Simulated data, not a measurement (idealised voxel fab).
process module | voxel air gaps
cross-section cut | 250 nm wide | cells 5 nm
A cross-section is a grid of square cells, given in bands from the top down. A band is one or more rows of cells.
Each band's line starts with the height of the band's top and of its bottom, in nm. Then come its materials from left to right, each with its width in nm. One material with "throughout" fills the band from edge to edge. "air" is empty space.
Height 0 is the level under which the wafer as received is all one material. The lowest band goes on downwards, as in "0 down".
A width such as "30 to 40" changes by the same amount from each row of cells to the next, from the band's top row to its bottom row.
"no change" after a step means that no cell of the cross-section changed.
closed voids: empty space of 8 cells or more with no open way to the top, each as width x height at its distance from the left edge, in nm
after a step's settings: what the simulator itself notes on the step
overlay nm, on a step with a mask: how far to the right of its planned place the mask lay; to the left if negative
plan
1 op RECEIVE | material Si
2 op CONFORMAL_DEP | material SiO2 | thk nm 15
3 op CONFORMAL_DEP | material SiCN | thk nm 5
4 op DIRECTIONAL_DEP | material SiO2 | thk nm 30
5 op MASKED_ETCH | tone open | mask id LINES | width nm 20 | pitch nm 50 | etch materials SiO2 | depth nm 30 | overlay nm 0
6 op CONFORMAL_DEP | material TiN | thk nm 5
7 op FILL_DEP | material W | thk nm 10
8 op CMP | height nm 50
9 op EPI | material Ru | thk nm 10
10 op SELECTIVE_ETCH | etch materials SiO2 | depth nm 40
11 op CONFORMAL_DEP | material SiCN | thk nm 5
as received, after step 1
  0 down: Si throughout
  closed voids: none
a wafer at the end: this start, this plan, one mistake
  65 to 60: air 30 | SiCN 200 | air 20
  60 to 50: air 30 | SiCN 5 | Ru 40 | SiCN 10 | Ru 40 | SiCN 10 | Ru 40 | SiCN 10 | Ru 40 | SiCN 5 | air 20
  50 to 45: air 30 | SiCN 15 | TiN 5 | W 10 | TiN 5 | SiCN 30 | TiN 5 | W 10 | TiN 5 | SiCN 30 | TiN 5 | W 10 | TiN 5 | SiCN 30 | TiN 5 | W 10 | TiN 5 | SiCN 15 | air 20
  45 to 25: air 40 | SiCN 5 | TiN 5 | W 10 | TiN 5 | SiCN 5 | air 20 | SiCN 5 | TiN 5 | W 10 | TiN 5 | SiCN 5 | air 20 | SiCN 5 | TiN 5 | W 10 | TiN 5 | SiCN 5 | air 20 | SiCN 5 | TiN 5 | W 10 | TiN 5 | SiCN 5 | air 30
  25 to 20: SiCN 45 | TiN 20 | SiCN 30 | TiN 20 | SiCN 30 | TiN 20 | SiCN 30 | TiN 20 | SiCN 35
  20 to 15: SiCN throughout
  15 to 0: SiO2 throughout
  0 down: Si throughout
  closed voids: 20 x 20 at 70; 20 x 20 at 120; 20 x 20 at 170
what went wrong: step 5 ran as: op MASKED_ETCH | tone open | mask id LINES | width nm 20 | pitch nm 50 | etch materials SiO2 | depth nm 30 | overlay nm 5
